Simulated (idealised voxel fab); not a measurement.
Name of the process module below: voxel wiring stack
We display cut, a cross-section 300 nm in width whose square cells are each 5 nm.
Throughout this document, each cross-section is represented as a grid of square cells and is presented as a sequence of bands enumerated from the top downward, where a band comprises one or more rows of cells. Band: top and bottom heights (nm) first, top before bottom; then materials from left to right, widths in nm. "all across" marks a sole material filling the band edge to edge. "empty" denotes empty space. Note: height 0 marks the level under which the wafer is uniformly one material as received. Lowest band unbounded below, written "z 0 and below". Quick explanation for "30->40": the width changes in equal steps down the rows of cells, from the first number in the band's top row to the second number in its bottom row. When a step is marked "changes: none", none of the cells in the cross-section changed during that step. Reported under the label "Voids, enclosed" are the empty spaces having no open way to the top and comprising 8 cells or more; the notation for each is width x height at distance, in which the distance is measured from the left edge and all three values are in nm. On each step's line, the part that comes after the settings is the simulator's own comment on the step. A step line may carry the setting "overlay nm", which, for steps involving a mask, states the distance by which the mask lay to the right of its intended position; negative values denote displacement to the left.
-- Intended process steps
| 1 | op RECEIVE | material Si |
| 2 | op CONFORMAL_DEP | material SiO2 | thk nm 10 |
| 3 | op DIRECTIONAL_DEP | material TiN | thk nm 5 |
| 4 | op DIRECTIONAL_DEP | material W | thk nm 20 |
| 5 | op PATTERN | tone cover | mask id METAL_1 | material resist | width nm 30 | pitch nm 60 | thk nm 20 | overlay nm 0 |
| 6 | op DIRECTIONAL_ETCH | etch materials W | depth nm 10 |
| 7 | op DIRECTIONAL_ETCH | etch materials TiN | depth nm 5 |
| 8 | op STRIP | etch materials resist |
| 9 | op CONFORMAL_DEP | material SiN | thk nm 5 |
| 10 | op FILL_DEP | material SiO2 | thk nm 5 |
| 11 | op CMP | height nm 35 |
| 12 | op CONFORMAL_DEP | material SiCN | thk nm 5 |
| 13 | op DIRECTIONAL_DEP | material SiO2 | thk nm 30 |
| 14 | op MASKED_ETCH | tone open | mask id METAL_2_HOLES | width nm 15 | pitch nm 60 | etch materials SiO2 | depth nm 30 | overlay nm 0 |
| 15 | op PATTERN | tone open | mask id METAL_2 | material resist | width nm 30 | pitch nm 60 | thk nm 15 | overlay nm 0 |
| 16 | op DIRECTIONAL_ETCH | etch materials SiO2 | depth nm 15 |
| 17 | op DIRECTIONAL_ETCH | etch materials SiCN | depth nm 5 |
| 18 | op STRIP | etch materials resist |
| 19 | op CONFORMAL_DEP | material TiN | thk nm 5 |
| 20 | op FILL_DEP | material Cu | thk nm 10 |
| 21 | op CMP | height nm 70 |
| 22 | op CONFORMAL_DEP | material SiCN | thk nm 5 |
Wafers differ in depth nm at step 6; plan lists the first wafer's value; identical starting state.
-- first wafer as received, after step 1
  z 0 and below | Si all across
  Voids, enclosed: none
-- End-of-module cross-section, first of several wafers, after last step 22
  z 75 to 70 | SiCN all across
  z 70 to 60 | SiO2: 75, then TiN: 5, then Cu: 20, then TiN: 5, then SiO2: 30, then TiN: 5, then Cu: 20, then TiN: 5, then SiO2: 30, then TiN: 5, then Cu: 20, then TiN: 5, then SiO2: 75
  z 60 to 55 | SiO2: 75, then TiN: 5, then Cu: 5, then TiN: 20, then SiO2: 30, then TiN: 5, then Cu: 5, then TiN: 20, then SiO2: 30, then TiN: 5, then Cu: 5, then TiN: 20, then SiO2: 75
  z 55 to 40 | SiO2: 75, then TiN: 5, then Cu: 5, then TiN: 5, then SiO2: 45, then TiN: 5, then Cu: 5, then TiN: 5, then SiO2: 45, then TiN: 5, then Cu: 5, then TiN: 5, then SiO2: 90
  z 40 to 35 | SiCN: 75, then TiN: 15, then SiCN: 45, then TiN: 15, then SiCN: 45, then TiN: 15, then SiCN: 90
  z 35 to 30 | SiO2: 70, then SiN: 5, then W: 30, then SiN: 5, then SiO2: 20, then SiN: 5, then W: 30, then SiN: 5, then SiO2: 20, then SiN: 5, then W: 30, then SiN: 5, then SiO2: 70
  z 30 to 25 | SiN: 75, then W: 30, then SiN: 30, then W: 30, then SiN: 30, then W: 30, then SiN: 75
  z 25 to 15 | W all across
  z 15 to 10 | TiN all across
  z 10 to 0 | SiO2 all across
  z 0 and below | Si all across
  Voids, enclosed: none
-- Cross-sectional depiction of the last of several wafers upon completion of the module
  z 75 to 70 | SiCN all across
  z 70 to 60 | SiO2: 75, then TiN: 5, then Cu: 20, then TiN: 5, then SiO2: 30, then TiN: 5, then Cu: 20, then TiN: 5, then SiO2: 30, then TiN: 5, then Cu: 20, then TiN: 5, then SiO2: 75
  z 60 to 55 | SiO2: 75, then TiN: 5, then Cu: 5, then TiN: 20, then SiO2: 30, then TiN: 5, then Cu: 5, then TiN: 20, then SiO2: 30, then TiN: 5, then Cu: 5, then TiN: 20, then SiO2: 75
  z 55 to 40 | SiO2: 75, then TiN: 5, then Cu: 5, then TiN: 5, then SiO2: 45, then TiN: 5, then Cu: 5, then TiN: 5, then SiO2: 45, then TiN: 5, then Cu: 5, then TiN: 5, then SiO2: 90
  z 40 to 35 | SiCN: 75, then TiN: 15, then SiCN: 45, then TiN: 15, then SiCN: 45, then TiN: 15, then SiCN: 90
  z 35 to 15 | SiO2: 70, then SiN: 5, then W: 30, then SiN: 5, then SiO2: 20, then SiN: 5, then W: 30, then SiN: 5, then SiO2: 20, then SiN: 5, then W: 30, then SiN: 5, then SiO2: 70
  z 15 to 10 | SiN: 75, then TiN: 30, then SiN: 30, then TiN: 30, then SiN: 30, then TiN: 30, then SiN: 75
  z 10 to 0 | SiO2 all across
  z 0 and below | Si all across
  Voids, enclosed: none
-- Here is how to read the rows: every wafer has a row, and it shows the wafer at the end of the module, giving for each material how many cells were gained (+) or lost (-) since the wafer was received, then listing its closed voids
depth nm 10, +36 Cu, +111 SiCN, +48 SiN, +435 SiO2, +114 TiN, +156 W, Voids, enclosed: none
depth nm 15, +36 Cu, +111 SiCN, +54 SiN, +471 SiO2, +114 TiN, +114 W, Voids, enclosed: none
depth nm 20, +36 Cu, +111 SiCN, +66 SiN, +543 SiO2, +72 TiN, +72 W, Voids, enclosed: none
depth nm 25, +36 Cu, +111 SiCN, +66 SiN, +543 SiO2, +72 TiN, +72 W, Voids, enclosed: none
depth nm 30, +36 Cu, +111 SiCN, +66 SiN, +543 SiO2, +72 TiN, +72 W, Voids, enclosed: none
depth nm 35, +36 Cu, +111 SiCN, +66 SiN, +543 SiO2, +72 TiN, +72 W, Voids, enclosed: none
